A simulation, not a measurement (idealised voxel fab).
The following process module bears the name voxel gate over fins.
The width of the displayed cross-section, cut, is 235 nm; its cells are square, with a size of 5 nm.
When this document writes out a cross-section, it uses a grid of square cells and lists it as bands, beginning at the top and moving down, with a band standing for one or more rows of cells. Quick guide to a band line: top height, bottom height (nm) up front; then every material left to right with its width in nm. Only one material and it's marked "full width"? Then it fills the band edge to edge. And "empty" just means empty space. Measure heights from 0. That's the level where, below it, the as-received wafer is all one material. The lowest band is bottomless and extends downward; write it as in "0 and below". You'd read "30 to 40" like this: the band's top row of cells is as wide as the first number, its bottom row is as wide as the second, and going down, every row changes width by the same amount as the row before did. A step reported as "stayed the same" is a step in which no cell of the cross-section changed. Reported under the label "Trapped voids" are the empty spaces having no open way to the top and comprising 8 cells or more; the notation for each is width x height at distance, in which the distance is measured from the left edge and all three values are in nm. Heads up: the bit after the settings on a step's line is the simulator's remark on that step. Regarding "overlay nm": on a step with a mask, it is the distance the mask lay to the right of its planned place; a negative value places it to the left.
[This section lists the process steps that were planned]
1,RECEIVE,material Si
2,CONFORMAL_DEP,material SiN,thk nm 10
3,DIRECTIONAL_DEP,material aC,thk nm 10
4,PATTERN,tone cover,mask id FINS,material resist,width nm 15,pitch nm 50,thk nm 25,overlay nm 0
5,DIRECTIONAL_ETCH,etch materials aC,depth nm 10
6,STRIP,etch materials resist
7,DIRECTIONAL_ETCH,etch materials SiN,depth nm 10
8,DIRECTIONAL_ETCH,etch materials Si,depth nm 35
9,STRIP,etch materials aC
10,OXIDIZE,depth nm 5
11,FILL_DEP,material SiO2,thk nm 10
12,CMP,height nm 10
13,DIRECTIONAL_DEP,material aC,thk nm 10
14,PATTERN,tone open,mask id RAIL,material resist,width nm 15,thk nm 30,overlay nm 0
15,DIRECTIONAL_ETCH,etch materials aC,depth nm 10
16,STRIP,etch materials resist
17,DIRECTIONAL_ETCH,etch materials SiO2,depth nm 40
18,STRIP,etch materials aC
19,CONFORMAL_DEP,material TiN,thk nm 5
20,FILL_DEP,material Ru,thk nm 5
21,CMP,height nm 10
22,SELECTIVE_ETCH,etch materials W Ru TiN,depth nm 35
23,FILL_DEP,material SiO2,thk nm 5
24,CMP,height nm 10
25,SELECTIVE_ETCH,etch materials SiO2,depth nm 25
26,STRIP,etch materials SiN
27,CONFORMAL_DEP,material HfO2,thk nm 5
28,CONFORMAL_DEP,material TiN,thk nm 5
29,CONFORMAL_DEP,material TiAl,thk nm 5
30,CONFORMAL_DEP,material TiN,thk nm 5
31,FILL_DEP,material W,thk nm 10
32,CMP,height nm 25
33,CONFORMAL_DEP,material SiN,thk nm 10
[Received-state cross-section, reflecting completion of step 1]
- 0 and below: Si full width
- Trapped voids: none
[End-of-module cross-section of the first of two wafers, processed as planned]
- 35 down to 25: SiN full width
- 25 down to 20: W full width
- 20 down to 15: W (20)  TiN (45)  W (5)  TiN (45)  W (5)  TiN (45)  W (5)  TiN (45)  W (20)
- 15 down to 10: W (20)  TiN (5)  TiAl (35)  TiN (5)  W (5)  TiN (5)  TiAl (35)  TiN (5)  W (5)  TiN (5)  TiAl (35)  TiN (5)  W (5)  TiN (5)  TiAl (35)  TiN (5)  W (20)
- 10 down to 5: W (20)  TiN (5)  TiAl (5)  TiN (25)  TiAl (5)  TiN (5)  W (5)  TiN (5)  TiAl (5)  TiN (25)  TiAl (5)  TiN (5)  W (5)  TiN (5)  TiAl (5)  TiN (25)  TiAl (5)  TiN (5)  W (5)  TiN (5)  TiAl (5)  TiN (25)  TiAl (5)  TiN (5)  W (20)
- 5 down to 0: TiN (25)  TiAl (5)  TiN (5)  HfO2 (15)  TiN (5)  TiAl (5)  TiN (15)  TiAl (5)  TiN (5)  HfO2 (15)  TiN (5)  TiAl (5)  TiN (15)  TiAl (5)  TiN (5)  HfO2 (15)  TiN (5)  TiAl (5)  TiN (15)  TiAl (5)  TiN (5)  HfO2 (15)  TiN (5)  TiAl (5)  TiN (25)
- 0 down to -5: TiAl (30)  TiN (5)  HfO2 (5)  Si (5)  HfO2 (5)  TiN (5)  TiAl (25)  TiN (5)  HfO2 (5)  Si (5)  HfO2 (5)  TiN (5)  TiAl (25)  TiN (5)  HfO2 (5)  Si (5)  HfO2 (5)  TiN (5)  TiAl (25)  TiN (5)  HfO2 (5)  Si (5)  HfO2 (5)  TiN (5)  TiAl (30)
- -5 down to -10: TiN (35)  HfO2 (5)  Si (5)  HfO2 (5)  TiN (35)  HfO2 (5)  Si (5)  HfO2 (5)  TiN (35)  HfO2 (5)  Si (5)  HfO2 (5)  TiN (35)  HfO2 (5)  Si (5)  HfO2 (5)  TiN (35)
- -10 down to -15: HfO2 (40)  Si (5)  HfO2 (45)  Si (5)  HfO2 (45)  Si (5)  HfO2 (45)  Si (5)  HfO2 (40)
- -15 down to -25: SiO2 (40)  Si (5)  SiO2 (45)  Si (5)  SiO2 (45)  Si (5)  SiO2 (45)  Si (5)  SiO2 (40)
- -25 down to -30: SiO2 (40)  Si (5)  SiO2 (15)  TiN (15)  SiO2 (15)  Si (5)  SiO2 (45)  Si (5)  SiO2 (45)  Si (5)  SiO2 (40)
- -30 down to -40: SiO2 (40)  Si (5)  SiO2 (45)  Si (5)  SiO2 (45)  Si (5)  SiO2 (45)  Si (5)  SiO2 (40)
- -40 and below: Si full width
- Trapped voids: none
[What the second wafer looks like in cross-section once the module is done. Its start and its plan matched the first wafer's exactly; what differed was one mistake in how it was run]
- 35 down to 25: SiN full width
- 25 down to 20: W full width
- 20 down to 15: W (20)  TiN (45)  W (5)  TiN (45)  W (5)  TiN (45)  W (5)  TiN (45)  W (20)
- 15 down to 10: W (20)  TiN (5)  TiAl (35)  TiN (5)  W (5)  TiN (5)  TiAl (35)  TiN (5)  W (5)  TiN (5)  TiAl (35)  TiN (5)  W (5)  TiN (5)  TiAl (35)  TiN (5)  W (20)
- 10 down to 5: W (20)  TiN (5)  TiAl (5)  TiN (25)  TiAl (5)  TiN (5)  W (5)  TiN (5)  TiAl (5)  TiN (25)  TiAl (5)  TiN (5)  W (5)  TiN (5)  TiAl (5)  TiN (25)  TiAl (5)  TiN (5)  W (5)  TiN (5)  TiAl (5)  TiN (25)  TiAl (5)  TiN (5)  W (20)
- 5 down to 0: TiN (25)  TiAl (5)  TiN (5)  HfO2 (15)  TiN (5)  TiAl (5)  TiN (15)  TiAl (5)  TiN (5)  HfO2 (15)  TiN (5)  TiAl (5)  TiN (15)  TiAl (5)  TiN (5)  HfO2 (15)  TiN (5)  TiAl (5)  TiN (15)  TiAl (5)  TiN (5)  HfO2 (15)  TiN (5)  TiAl (5)  TiN (25)
- 0 down to -5: TiAl (30)  TiN (5)  HfO2 (5)  Si (5)  HfO2 (5)  TiN (5)  TiAl (25)  TiN (5)  HfO2 (5)  Si (5)  HfO2 (5)  TiN (5)  TiAl (25)  TiN (5)  HfO2 (5)  Si (5)  HfO2 (5)  TiN (5)  TiAl (25)  TiN (5)  HfO2 (5)  Si (5)  HfO2 (5)  TiN (5)  TiAl (30)
- -5 down to -10: TiN (35)  HfO2 (5)  Si (5)  HfO2 (5)  TiN (35)  HfO2 (5)  Si (5)  HfO2 (5)  TiN (35)  HfO2 (5)  Si (5)  HfO2 (5)  TiN (35)  HfO2 (5)  Si (5)  HfO2 (5)  TiN (35)
- -10 down to -15: HfO2 (40)  Si (5)  HfO2 (45)  Si (5)  HfO2 (45)  Si (5)  HfO2 (45)  Si (5)  HfO2 (40)
- -15 down to -25: SiO2 (40)  Si (5)  SiO2 (45)  Si (5)  SiO2 (45)  Si (5)  SiO2 (45)  Si (5)  SiO2 (40)
- -25 down to -30: SiO2 (40)  Si (5)  SiO2 (15)  TiN (15)  SiO2 (15)  Si (5)  SiO2 (45)  Si (5)  SiO2 (45)  Si (5)  SiO2 (40)
- -30 down to -75: SiO2 (40)  Si (5)  SiO2 (45)  Si (5)  SiO2 (45)  Si (5)  SiO2 (45)  Si (5)  SiO2 (40)
- -75 and below: Si full width
- Trapped voids: none
In executing the process, a mistake was made relative to the plan: step 8 from the plan got run twice
At the finish, the second wafer shows more or fewer cells for some materials than the first does: Si -301; SiO2 +301
